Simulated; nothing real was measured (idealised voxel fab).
Process module heading - voxel ribs on slabs
Xsec cut, 250 nm wide, square cell size 5 nm.
This document writes a cross-section as a grid whose cells are square, and gives it as bands, listed from the top down; one or more rows of cells form a band.
For a band, the entry starts with two heights in nm, that of the top and then that of the bottom, and carries on with the band's materials in order from left to right, each alongside its width in nm; the word "full width" beside a single material means it fills the band edge to edge, and "air" means empty space.
Heights are measured from 0, the level below which the as-received wafer is all one material; the lowest band has no bottom and continues downward, written as in "0 and below".
Note: "30..40" means the width goes from the first number (top row of the band) to the second number (bottom row) in equal steps per row of cells.
Step note "remains unaltered" = no cross-section cell changed.
Listed in "Closed void catalog": every empty space of 8 or more cells without an open way to the top. Form: width x height at distance, the distance being from the left edge, all in nm.
On a step's line, text after the settings is the simulator commenting on that step.
If you see "overlay nm" on a step's line and that step has a mask, it's telling you how far right of where it was planned the mask ended up; a negative number means it went left instead.

[Process steps (planned)]
| 1 | RECEIVE: material Si |
| 2 | DIRECTIONAL_DEP: material SiO2, thk nm 20 |
| 3 | DIRECTIONAL_DEP: material polySi, thk nm 20 |
| 4 | MASKED_ETCH: tone cover, mask id RIB, width nm 20, etch materials polySi, depth nm 5, overlay nm 0 |
| 5 | DIRECTIONAL_DEP: material aC, thk nm 10 |
| 6 | PATTERN: tone cover, mask id SLAB, material resist, width nm 80, thk nm 30, overlay nm 0 |
| 7 | DIRECTIONAL_ETCH: etch materials aC, depth nm 10 |
| 8 | STRIP: etch materials resist |
| 9 | DIRECTIONAL_ETCH: etch materials polySi, depth nm 15 |
| 10 | STRIP: etch materials aC |
| 11 | FILL_DEP: material SiO2, thk nm 30 |
| 12 | CMP: height nm 60 |
| 13 | DIRECTIONAL_DEP: material W, thk nm 5 |
| 14 | MASKED_ETCH: tone cover, mask id HEATER, width nm 30, etch materials W, depth nm 5, overlay nm 0 |
| 15 | CONFORMAL_DEP: material SiN, thk nm 10 |

[First of two wafers, with the run carried out as planned]

[Cross-section of the incoming wafer, state after step 1]
- 0 and below: Si full width
- Closed void catalog: none

[Wafer xsec, post step 2]
- 20 down to 0: SiO2 full width
- All layers under 0 are left as they were.

[Wafer xsec, post step 3]
- 40 down to 20: polySi full width
- All layers under 20 are left as they were.

[Wafer xsec, post step 4]
- 40 down to 35: air=115, then polySi=20, then air=115
- All layers under 35 are left as they were.

[Wafer xsec, post step 5]
- 50 down to 45: air=115, then aC=20, then air=115
- 45 down to 40: aC full width
- 40 down to 35: aC=115, then polySi=20, then aC=115
- All layers under 35 are left as they were.

[Wafer xsec, post step 6]
- 80 down to 50: air=85, then resist=80, then air=85
- 50 down to 45: air=85, then resist=30, then aC=20, then resist=30, then air=85
- All layers under 45 are left as they were.

[Wafer xsec, post step 7]
- 70 down to 50: air=85, then resist=80, then air=85
- 50 down to 45: air=85, then resist=30, then aC=20, then resist=30, then air=85
- 45 down to 40: air=85, then aC=80, then air=85
- 40 down to 35: air=85, then aC=30, then polySi=20, then aC=30, then air=85
- All layers under 35 are left as they were.

[Wafer xsec, post step 8]
- 50 down to 40: air=115..85, then aC=20..80, then air=115..85
- All layers under 40 are left as they were.

[Wafer xsec, post step 9]
- 50 down to 40: air=115..85, then aC=20..80, then air=115..85
- 40 down to 35: air=85, then aC=30, then polySi=20, then aC=30, then air=85
- 35 down to 20: air=85, then polySi=80, then air=85
- All layers under 20 are left as they were.

[Wafer xsec, post step 10]
- 40 down to 35: air=115, then polySi=20, then air=115
- All layers under 35 are left as they were.

[Wafer xsec, post step 11]
- 70 down to 40: SiO2 full width
- 40 down to 35: SiO2=115, then polySi=20, then SiO2=115
- 35 down to 20: SiO2=85, then polySi=80, then SiO2=85
- All layers under 20 are left as they were.

[Wafer xsec, post step 12]
- 60 down to 40: SiO2 full width
- All layers under 40 are left as they were.

[Wafer xsec, post step 13]
- 65 down to 60: W full width
- All layers under 60 are left as they were.

[Wafer xsec, post step 14]
- 65 down to 60: air=110, then W=30, then air=110
- All layers under 60 are left as they were.

[Wafer xsec, post step 15]
- 75 down to 70: air=100, then SiN=50, then air=100
- 70 down to 65: SiN full width
- 65 down to 60: SiN=110, then W=30, then SiN=110
- All layers under 60 are left as they were.

[Okay, second wafer. Nothing different at the start, nothing different in the plan, just one mistake somewhere in the running. As far as step 1, counting that step, it's the first wafer all over again]

[Second wafer at the planned finish of step 2, seen in cross-section]
- 40 down to 0: SiO2 full width
- All layers under 0 are left as they were.

[Second wafer at the planned finish of step 3, seen in cross-section]
- 60 down to 40: polySi full width
- All layers under 40 are left as they were.

[Second wafer at the planned finish of step 4, seen in cross-section]
- 60 down to 55: air=115, then polySi=20, then air=115
- All layers under 55 are left as they were.

[Second wafer at the planned finish of step 5, seen in cross-section]
- 70 down to 65: air=115, then aC=20, then air=115
- 65 down to 60: aC full width
- 60 down to 55: aC=115, then polySi=20, then aC=115
- All layers under 55 are left as they were.

[Second wafer at the planned finish of step 6, seen in cross-section]
- 100 down to 70: air=85, then resist=80, then air=85
- 70 down to 65: air=85, then resist=30, then aC=20, then resist=30, then air=85
- All layers under 65 are left as they were.

[Second wafer at the planned finish of step 7, seen in cross-section]
- 90 down to 70: air=85, then resist=80, then air=85
- 70 down to 65: air=85, then resist=30, then aC=20, then resist=30, then air=85
- 65 down to 60: air=85, then aC=80, then air=85
- 60 down to 55: air=85, then aC=30, then polySi=20, then aC=30, then air=85
- All layers under 55 are left as they were.

[Second wafer at the planned finish of step 8, seen in cross-section]
- 70 down to 60: air=115..85, then aC=20..80, then air=115..85
- All layers under 60 are left as they were.

[Second wafer at the planned finish of step 9, seen in cross-section]
- 70 down to 60: air=115..85, then aC=20..80, then air=115..85
- 60 down to 55: air=85, then aC=30, then polySi=20, then aC=30, then air=85
- 55 down to 40: air=85, then polySi=80, then air=85
- All layers under 40 are left as they were.

[Second wafer at the planned finish of step 10, seen in cross-section]
- 60 down to 55: air=115, then polySi=20, then air=115
- All layers under 55 are left as they were.

[Second wafer at the planned finish of step 11, seen in cross-section]
- 90 down to 60: SiO2 full width
- 60 down to 55: SiO2=115, then polySi=20, then SiO2=115
- 55 down to 40: SiO2=85, then polySi=80, then SiO2=85
- All layers under 40 are left as they were.

[Second wafer at the planned finish of step 12, seen in cross-section]
- 60 down to 55: SiO2=115, then polySi=20, then SiO2=115
- All layers under 55 are left as they were.

[Second wafer at the planned finish of step 13, seen in cross-section]
- 65 down to 60: W full width
- All layers under 60 are left as they were.

[Second wafer at the planned finish of step 14, seen in cross-section]
- 65 down to 60: air=110, then W=30, then air=110
- All layers under 60 are left as they were.

[Second wafer at the planned finish of step 15, seen in cross-section]
- 75 down to 70: air=100, then SiN=50, then air=100
- 70 down to 65: SiN full width
- 65 down to 60: SiN=110, then W=30, then SiN=110
- All layers under 60 are left as they were.
Heads up, the wafer didn't run the way we planned it: plan step 2 was conducted twice
Final wafers compared: equal cell tally per material, rearranged layout.
